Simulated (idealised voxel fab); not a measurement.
This is a process module. Its name is voxel local oxidation.
The width of the displayed cross-section, cut, is 295 nm; its cells are square, with a size of 5 nm.
Bands, listed from the top down, are how a cross-section gets written in this document; the cross-section itself is a grid of square cells, and a band is one or more rows of them.
Quick guide to a band line: top height, bottom height (nm) up front; then every material left to right with its width in nm. Only one material and it's marked "everywhere"? Then it fills the band edge to edge. And "empty" just means empty space.
We count height from 0. Below that, the starting wafer is all one material. The lowest band never ends at the bottom but goes on down; see "0 down" for how that is written.
With a width like "30..40", each row of cells in the band differs from the next by the same amount, the top row carrying the first number and the bottom row the second.
Step note "no change occurred" = no cross-section cell changed.
"Completely sealed voids" - sealed voids, min. 8 cells, no opening to top; format: width x height at distance (distance from left edge; nm throughout).
On a step's line, text after the settings is the simulator commenting on that step.
The setting "overlay nm" may be written on the line of a step. When the step uses a mask, the value reports how far to the right of the planned place the mask lay, and a negative value reports that it lay to the left.

-- Listed below are the process steps as planned
- 1: RECEIVE (material Si)
- 2: CONFORMAL_DEP (material SiO2; thk nm 5)
- 3: CONFORMAL_DEP (material SiN; thk nm 15)
- 4: PATTERN (tone cover; mask id ACTIVE; material resist; width nm 125; thk nm 15; overlay nm 0)
- 5: DIRECTIONAL_ETCH (etch materials SiN; depth nm 15)
- 6: STRIP (etch materials resist)
- 7: SELECTIVE_ETCH (etch materials SiO2; depth nm 5)
- 8: OXIDIZE (depth nm 15)
- 9: STRIP (etch materials SiN)

-- Cross-sectional view of the wafer in its as-received condition, corresponding to the state after step 1
> 0 down  Si everywhere
> Completely sealed voids: none

-- Wafer cross-section at module end: first of two, run to plan
> 5 to 0  90 nm empty / 115 nm SiO2 / 90 nm empty
> 0 to -15  105 nm SiO2 / 85 nm Si / 105 nm SiO2
> -15 down  Si everywhere
> Completely sealed voids: none

-- This cross-section belongs to the second wafer of two at the end of the module; the start and the plan were shared with the first, and the run included one mistake
> 15 to 0  SiO2 everywhere
> 0 down  Si everywhere
> Completely sealed voids: none
Deviation noted in wafer processing: step 3, actual vs plan mismatch, actual run CONFORMAL_DEP (material SiO2; thk nm 15)
Wrapping up, a cell-based count of both wafers puts the second over or under the first for these materials: 126 more of Si, 28 more of SiO2
